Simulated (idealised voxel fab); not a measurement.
Title: Process Module voxel transistor to metal
The width of the displayed cross-section, cut, is 280 nm; its cells are square, with a size of 5 nm.
Throughout this document, each cross-section is represented as a grid of square cells and is presented as a sequence of bands enumerated from the top downward, where a band comprises one or more rows of cells.
A band entry consists of two parts. The first gives the height of the band's top and the height of its bottom, in nm. The rest lists the band's materials from left to right, each with its width in nm. A single material labelled with the word "full width" fills the band from edge to edge, and the word "air" marks empty space.
Height datum 0, below which the as-received substrate wafer is one material. Lowest band open at the bottom, running downward: "0 down".
The expression "30->40" gives the width at the extremes of the band, the first number at its top row of cells and the second at its bottom row, with the width changing by equal amounts from each row to the next in between.
"identical to before" means the step left every cell of the cross-section as it was.
"Enclosed internal voids" lists enclosed empty spaces (at least 8 cells, no open path upward to the top), each as width x height at distance from the left edge, in nm.
It should be noted that, on the line of a given step, the content following the step's settings is a remark produced by the simulator itself with respect to that step.
Steps that use a mask can have "overlay nm" on their line. It says how far the mask sat to the right of where it was meant to be. Negative means to the left.
Process steps (planned):
1,RECEIVE (material Si)
2,OXIDIZE (depth nm 5)
3,CONFORMAL_DEP (material SiN; thk nm 10)
4,PATTERN (tone cover; mask id ACTIVE; material resist; width nm 105; pitch nm 125; thk nm 15; overlay nm 0)
5,DIRECTIONAL_ETCH (etch materials SiN; depth nm 10)
6,DIRECTIONAL_ETCH (etch materials SiO2; depth nm 5)
7,DIRECTIONAL_ETCH (etch materials Si; depth nm 30)
8,STRIP (etch materials resist)
9,OXIDIZE (depth nm 5)
10,FILL_DEP (material SiO2; thk nm 15)
11,CMP (height nm 10)
12,SELECTIVE_ETCH (etch materials SiO2; depth nm 5)
13,STRIP (etch materials SiN)
14,SELECTIVE_ETCH (etch materials SiO2; depth nm 5)
15,OXIDIZE (depth nm 5)
16,DIRECTIONAL_DEP (material polySi; thk nm 20)
17,DIRECTIONAL_DEP (material SiCN; thk nm 15)
18,DIRECTIONAL_DEP (material aC; thk nm 15)
19,PATTERN (tone cover; mask id GATE; material resist; width nm 15; pitch nm 125; thk nm 30; overlay nm 0)
20,DIRECTIONAL_ETCH (etch materials aC; depth nm 15)
21,STRIP (etch materials resist)
22,DIRECTIONAL_ETCH (etch materials SiCN; depth nm 25)
23,DIRECTIONAL_ETCH (etch materials polySi; depth nm 30)
24,STRIP (etch materials aC)
25,CONFORMAL_DEP (material SiO2; thk nm 5)
26,DIRECTIONAL_ETCH (etch materials SiO2; depth nm 5)
27,CONFORMAL_DEP (material SiN; thk nm 5)
28,DIRECTIONAL_ETCH (etch materials SiN; depth nm 5)
29,DIRECTIONAL_ETCH (etch materials SiO2; depth nm 5)
30,DIRECTIONAL_ETCH (etch materials Si; depth nm 10)
31,EPI (material pSi; thk nm 15)
32,FILL_DEP (material SiO2; thk nm 5)
33,CMP (height nm 30)
34,DIRECTIONAL_DEP (material SiO2; thk nm 10)
35,MASKED_ETCH (tone open; mask id CONTACT; width nm 35; etch materials SiO2; depth nm 45; overlay nm 0)
36,CONFORMAL_DEP (material TiN; thk nm 5)
37,FILL_DEP (material Ru; thk nm 10)
38,CMP (height nm 40)
39,DIRECTIONAL_DEP (material TiN; thk nm 5)
40,DIRECTIONAL_DEP (material W; thk nm 20)
41,MASKED_ETCH (tone cover; mask id METAL_1; width nm 20; etch materials W; depth nm 20; overlay nm 0)
42,MASKED_ETCH (tone cover; mask id METAL_1; width nm 20; etch materials TiN; depth nm 5; overlay nm 0)
43,FILL_DEP (material lowk; thk nm 5)
44,CMP (height nm 65)
45,CONFORMAL_DEP (material SiN; thk nm 5)
Cross-section of the wafer at receipt, which is the condition after step 1:
0 down | Si full width
Enclosed internal voids: none
The cross-section shown corresponds to the wafer at the conclusion of the module. The initial structure and the process plan are those presented above; however, one mistake occurred in executing the plan:
70 to 65 | SiN full width
65 to 45 | lowk 30 / W 20 / lowk 55 / W 20 / lowk 30 / W 20 / lowk 55 / W 20 / lowk 30
45 to 40 | lowk 30 / TiN 20 / lowk 55 / TiN 20 / lowk 30 / TiN 20 / lowk 55 / TiN 20 / lowk 30
40 to 30 | SiO2 20 / TiN 5 / Ru 25 / TiN 5 / SiO2 25 / TiN 5->20 / Ru 25->10 / TiN 5 / SiO2 30 / TiN 5 / Ru 25 / TiN 5 / SiO2 25 / TiN 5->20 / Ru 25->10 / TiN 5 / SiO2 40
30 to 15 | SiO2 20 / TiN 5 / Ru 25 / TiN 5 / SiO2 5 / SiN 5 / SiO2 5 / SiCN 15 / TiN 5 / SiN 5 / TiN 5 / Ru 10 / TiN 5 / SiO2 30 / TiN 5 / Ru 25 / TiN 5 / SiO2 5 / SiN 5 / SiO2 5 / SiCN 15 / TiN 5 / SiN 5 / TiN 5 / Ru 10 / TiN 5 / SiO2 40
15 to 10 | SiO2 20 / TiN 5 / Ru 25 / TiN 5 / SiO2 5 / SiN 5 / SiO2 5 / polySi 15 / TiN 5 / SiN 5 / TiN 5 / Ru 10 / TiN 5 / SiO2 30 / TiN 5 / Ru 25 / TiN 5 / SiO2 5 / SiN 5 / SiO2 5 / polySi 15 / TiN 5 / SiN 5 / TiN 5 / Ru 10 / TiN 5 / SiO2 40
10 to 5 | SiO2 20 / TiN 5 / Ru 15 / TiN 15 / SiO2 5 / SiN 5 / SiO2 5 / polySi 15 / TiN 5 / SiN 5 / TiN 20 / SiO2 30 / TiN 5 / Ru 15 / TiN 15 / SiO2 5 / SiN 5 / SiO2 5 / polySi 15 / TiN 5 / SiN 5 / TiN 20 / SiO2 40
5 to 0 | SiO2 20 / TiN 15 / Ru 5 / TiN 5 / pSi 15 / SiN 5 / SiO2 5 / polySi 15 / TiN 5 / SiN 5 / pSi 15 / TiN 5 / SiO2 30 / TiN 15 / Ru 5 / TiN 5 / pSi 15 / SiN 5 / SiO2 5 / polySi 15 / TiN 5 / SiN 5 / pSi 15 / TiN 5 / SiO2 40
0 to -5 | SiO2 20 / TiN 5 / SiN 5 / TiN 15 / pSi 15 / SiN 5 / SiO2 5 / polySi 15 / TiN 5 / SiN 5 / pSi 15 / TiN 5 / SiO2 10 / SiN 5 / SiO2 15 / TiN 5 / SiN 5 / TiN 15 / pSi 15 / SiN 5 / SiO2 5 / polySi 15 / TiN 5 / SiN 5 / pSi 15 / TiN 5 / SiO2 10 / SiN 5 / SiO2 25
-5 to -10 | SiO2 30 / pSi 30 / SiO2 35 / pSi 30 / SiO2 30 / pSi 30 / SiO2 35 / pSi 30 / SiO2 30
-10 to -20 | SiO2 30 / pSi 30 / Si 35 / pSi 30 / SiO2 30 / pSi 30 / Si 35 / pSi 30 / SiO2 30
-20 to -40 | SiO2 30 / Si 95 / SiO2 30 / Si 95 / SiO2 30
-40 down | Si full width
Enclosed internal voids: none
It is concluded that the wafer was processed incorrectly with respect to the plan, in that so step 35 ended up running with a different setting than we planned, it ran as MASKED_ETCH (tone open; mask id CONTACT; width nm 35; etch materials SiO2; depth nm 45; overlay nm -10)
